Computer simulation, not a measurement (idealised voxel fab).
Process module under the name voxel air gaps
We display cut, a cross-section 250 nm in width whose square cells are each 5 nm.
Think of the cross-section as a grid of square cells. We describe it in bands, top to bottom, and each band covers one or more rows of those cells. Each band's line starts with the height of the band's top and of its bottom, in nm. Then come its materials from left to right, each with its width in nm. One material with "full width" fills the band from edge to edge. "empty" is empty space. For the purposes of this specification, 0 denotes the height below which the wafer in its as-received condition is composed wholly of one material, and the lowermost band, lacking a lower limit, extends downward without end, as expressed in "0 -> down". Top row gets the first number, bottom row gets the second, and each row in between changes by the same step: that is how a band width like "30..40" works. Any step labelled "nothing was modified" changed none of the cells in the cross-section. "Trapped void list" - sealed voids, min. 8 cells, no opening to top; format: width x height at distance (distance from left edge; nm throughout). That trailing text on a step's line, after the settings, is the simulator's own remark on the step. For masked steps, "overlay nm" on the step line gives how far right of plan the mask actually lay; a minus sign means it lay to the left.
### Intended process steps
1 RECEIVE, material Si
2 CONFORMAL_DEP, material SiO2, thk nm 15
3 CONFORMAL_DEP, material SiN, thk nm 5
4 DIRECTIONAL_DEP, material SiO2, thk nm 40
5 PATTERN, tone open, mask id LINES, material resist, width nm 25, pitch nm 55, thk nm 15, overlay nm 0
6 DIRECTIONAL_ETCH, etch materials SiO2, depth nm 40
7 STRIP, etch materials resist
8 CONFORMAL_DEP, material TiN, thk nm 5
9 FILL_DEP, material W, thk nm 5
10 CMP, height nm 60
11 EPI, material Ru, thk nm 10
12 SELECTIVE_ETCH, etch materials SiO2, depth nm 50
13 CONFORMAL_DEP, material SiN, thk nm 5
### Account of the first of two wafers, which was processed as intended
### Wafer cross-section on receipt, i.e. after step 1
- 0 -> down = Si full width
- Trapped void list: none
### State of the wafer after step 2, shown in cross-section
- 15 -> 0 = SiO2 full width
- For the remainder of the cross-section, below 0, there is no change.
### State of the wafer after step 3, shown in cross-section
- 20 -> 15 = SiN full width
- For the remainder of the cross-section, below 15, there is no change.
### State of the wafer after step 4, shown in cross-section
- 60 -> 20 = SiO2 full width
- For the remainder of the cross-section, below 20, there is no change.
### State of the wafer after step 5, shown in cross-section
- 75 -> 60 = 55 nm resist / 25 nm empty / 30 nm resist / 25 nm empty / 30 nm resist / 25 nm empty / 60 nm resist
- For the remainder of the cross-section, below 60, there is no change.
### State of the wafer after step 6, shown in cross-section
- 75 -> 60 = 55 nm resist / 25 nm empty / 30 nm resist / 25 nm empty / 30 nm resist / 25 nm empty / 60 nm resist
- 60 -> 20 = 55 nm SiO2 / 25 nm empty / 30 nm SiO2 / 25 nm empty / 30 nm SiO2 / 25 nm empty / 60 nm SiO2
- For the remainder of the cross-section, below 20, there is no change.
### State of the wafer after step 7, shown in cross-section
- 60 -> 20 = 55 nm SiO2 / 25 nm empty / 30 nm SiO2 / 25 nm empty / 30 nm SiO2 / 25 nm empty / 60 nm SiO2
- For the remainder of the cross-section, below 20, there is no change.
### State of the wafer after step 8, shown in cross-section
- 65 -> 60 = 60 nm TiN / 15 nm empty / 40 nm TiN / 15 nm empty / 40 nm TiN / 15 nm empty / 65 nm TiN
- 60 -> 25 = 55 nm SiO2 / 5 nm TiN / 15 nm empty / 5 nm TiN / 30 nm SiO2 / 5 nm TiN / 15 nm empty / 5 nm TiN / 30 nm SiO2 / 5 nm TiN / 15 nm empty / 5 nm TiN / 60 nm SiO2
- 25 -> 20 = 55 nm SiO2 / 25 nm TiN / 30 nm SiO2 / 25 nm TiN / 30 nm SiO2 / 25 nm TiN / 60 nm SiO2
- For the remainder of the cross-section, below 20, there is no change.
### State of the wafer after step 9, shown in cross-section
- 70 -> 65 = W full width
- 65 -> 60 = 60 nm TiN / 15 nm W / 40 nm TiN / 15 nm W / 40 nm TiN / 15 nm W / 65 nm TiN
- 60 -> 25 = 55 nm SiO2 / 5 nm TiN / 15 nm W / 5 nm TiN / 30 nm SiO2 / 5 nm TiN / 15 nm W / 5 nm TiN / 30 nm SiO2 / 5 nm TiN / 15 nm W / 5 nm TiN / 60 nm SiO2
- For the remainder of the cross-section, below 25, there is no change.
### State of the wafer after step 10, shown in cross-section
- 60 -> 25 = 55 nm SiO2 / 5 nm TiN / 15 nm W / 5 nm TiN / 30 nm SiO2 / 5 nm TiN / 15 nm W / 5 nm TiN / 30 nm SiO2 / 5 nm TiN / 15 nm W / 5 nm TiN / 60 nm SiO2
- For the remainder of the cross-section, below 25, there is no change.
### State of the wafer after step 11, shown in cross-section
- 70 -> 60 = 45 nm empty / 45 nm Ru / 10 nm empty / 45 nm Ru / 10 nm empty / 45 nm Ru / 50 nm empty
- For the remainder of the cross-section, below 60, there is no change.
### State of the wafer after step 12, shown in cross-section
- 70 -> 60 = 45 nm empty / 45 nm Ru / 10 nm empty / 45 nm Ru / 10 nm empty / 45 nm Ru / 50 nm empty
- 60 -> 25 = 55 nm empty / 5 nm TiN / 15 nm W / 5 nm TiN / 30 nm empty / 5 nm TiN / 15 nm W / 5 nm TiN / 30 nm empty / 5 nm TiN / 15 nm W / 5 nm TiN / 60 nm empty
- 25 -> 20 = 55 nm empty / 25 nm TiN / 30 nm empty / 25 nm TiN / 30 nm empty / 25 nm TiN / 60 nm empty
- For the remainder of the cross-section, below 20, there is no change.
### State of the wafer after step 13, shown in cross-section
- 75 -> 70 = 40 nm empty / 165 nm SiN / 45 nm empty
- 70 -> 60 = 40 nm empty / 5 nm SiN / 45 nm Ru / 10 nm SiN / 45 nm Ru / 10 nm SiN / 45 nm Ru / 5 nm SiN / 45 nm empty
- 60 -> 55 = 40 nm empty / 15 nm SiN / 5 nm TiN / 15 nm W / 5 nm TiN / 30 nm SiN / 5 nm TiN / 15 nm W / 5 nm TiN / 30 nm SiN / 5 nm TiN / 15 nm W / 5 nm TiN / 15 nm SiN / 45 nm empty
- 55 -> 25 = 50 nm empty / 5 nm SiN / 5 nm TiN / 15 nm W / 5 nm TiN / 5 nm SiN / 20 nm empty / 5 nm SiN / 5 nm TiN / 15 nm W / 5 nm TiN / 5 nm SiN / 20 nm empty / 5 nm SiN / 5 nm TiN / 15 nm W / 5 nm TiN / 5 nm SiN / 55 nm empty
- 25 -> 20 = 55 nm SiN / 25 nm TiN / 30 nm SiN / 25 nm TiN / 30 nm SiN / 25 nm TiN / 60 nm SiN
- For the remainder of the cross-section, below 20, there is no change.
- Trapped void list: 20 x 30 at 85; 20 x 30 at 140
### Wafer two: like wafer one in start and plan, but with one mistake in execution; identical up to and including step 4
### Second wafer at the planned finish of step 5, seen in cross-section
- 75 -> 60 = 50 nm resist / 35 nm empty / 20 nm resist / 35 nm empty / 20 nm resist / 35 nm empty / 55 nm resist
- For the remainder of the cross-section, below 60, there is no change.
### Second wafer at the planned finish of step 6, seen in cross-section
- 75 -> 60 = 50 nm resist / 35 nm empty / 20 nm resist / 35 nm empty / 20 nm resist / 35 nm empty / 55 nm resist
- 60 -> 20 = 50 nm SiO2 / 35 nm empty / 20 nm SiO2 / 35 nm empty / 20 nm SiO2 / 35 nm empty / 55 nm SiO2
- For the remainder of the cross-section, below 20, there is no change.
### Second wafer at the planned finish of step 7, seen in cross-section
- 60 -> 20 = 50 nm SiO2 / 35 nm empty / 20 nm SiO2 / 35 nm empty / 20 nm SiO2 / 35 nm empty / 55 nm SiO2
- For the remainder of the cross-section, below 20, there is no change.
### Second wafer at the planned finish of step 8, seen in cross-section
- 65 -> 60 = 55 nm TiN / 25 nm empty / 30 nm TiN / 25 nm empty / 30 nm TiN / 25 nm empty / 60 nm TiN
- 60 -> 25 = 50 nm SiO2 / 5 nm TiN / 25 nm empty / 5 nm TiN / 20 nm SiO2 / 5 nm TiN / 25 nm empty / 5 nm TiN / 20 nm SiO2 / 5 nm TiN / 25 nm empty / 5 nm TiN / 55 nm SiO2
- 25 -> 20 = 50 nm SiO2 / 35 nm TiN / 20 nm SiO2 / 35 nm TiN / 20 nm SiO2 / 35 nm TiN / 55 nm SiO2
- For the remainder of the cross-section, below 20, there is no change.
### Second wafer at the planned finish of step 9, seen in cross-section
- 70 -> 65 = W full width
- 65 -> 60 = 55 nm TiN / 25 nm W / 30 nm TiN / 25 nm W / 30 nm TiN / 25 nm W / 60 nm TiN
- 60 -> 25 = 50 nm SiO2 / 5 nm TiN / 25 nm W / 5 nm TiN / 20 nm SiO2 / 5 nm TiN / 25 nm W / 5 nm TiN / 20 nm SiO2 / 5 nm TiN / 25 nm W / 5 nm TiN / 55 nm SiO2
- For the remainder of the cross-section, below 25, there is no change.
### Second wafer at the planned finish of step 10, seen in cross-section
- 60 -> 25 = 50 nm SiO2 / 5 nm TiN / 25 nm W / 5 nm TiN / 20 nm SiO2 / 5 nm TiN / 25 nm W / 5 nm TiN / 20 nm SiO2 / 5 nm TiN / 25 nm W / 5 nm TiN / 55 nm SiO2
- For the remainder of the cross-section, below 25, there is no change.
### Second wafer at the planned finish of step 11, seen in cross-section
- 70 -> 60 = 40 nm empty / 165 nm Ru / 45 nm empty
- For the remainder of the cross-section, below 60, there is no change.
### Second wafer at the planned finish of step 12, seen in cross-section
- 70 -> 60 = 40 nm empty / 165 nm Ru / 45 nm empty
- 60 -> 25 = 50 nm empty / 5 nm TiN / 25 nm W / 5 nm TiN / 20 nm SiO2 / 5 nm TiN / 25 nm W / 5 nm TiN / 20 nm SiO2 / 5 nm TiN / 25 nm W / 5 nm TiN / 55 nm empty
- 25 -> 20 = 50 nm empty / 35 nm TiN / 20 nm SiO2 / 35 nm TiN / 20 nm SiO2 / 35 nm TiN / 55 nm empty
- For the remainder of the cross-section, below 20, there is no change.
### Second wafer at the planned finish of step 13, seen in cross-section
- 75 -> 70 = 35 nm empty / 175 nm SiN / 40 nm empty
- 70 -> 60 = 35 nm empty / 5 nm SiN / 165 nm Ru / 5 nm SiN / 40 nm empty
- 60 -> 55 = 35 nm empty / 15 nm SiN / 5 nm TiN / 25 nm W / 5 nm TiN / 20 nm SiO2 / 5 nm TiN / 25 nm W / 5 nm TiN / 20 nm SiO2 / 5 nm TiN / 25 nm W / 5 nm TiN / 15 nm SiN / 40 nm empty
- 55 -> 25 = 45 nm empty / 5 nm SiN / 5 nm TiN / 25 nm W / 5 nm TiN / 20 nm SiO2 / 5 nm TiN / 25 nm W / 5 nm TiN / 20 nm SiO2 / 5 nm TiN / 25 nm W / 5 nm TiN / 5 nm SiN / 50 nm empty
- 25 -> 20 = 50 nm SiN / 35 nm TiN / 20 nm SiO2 / 35 nm TiN / 20 nm SiO2 / 35 nm TiN / 55 nm SiN
- For the remainder of the cross-section, below 20, there is no change.
The mistake made against the process plan was this: step 5 ran with different settings than intended, the actual operation and settings being PATTERN, tone open, mask id LINES, material resist, width nm 35, pitch nm 55, thk nm 15, overlay nm 0
The closing comparison, in cells, has the second wafer with more or fewer of some materials than the first: +12 Ru, -56 SiN, +64 SiO2, +6 TiN, +42 W
Ultimately, the number of closed voids is 2 in the first wafer and 0 in the second wafer.
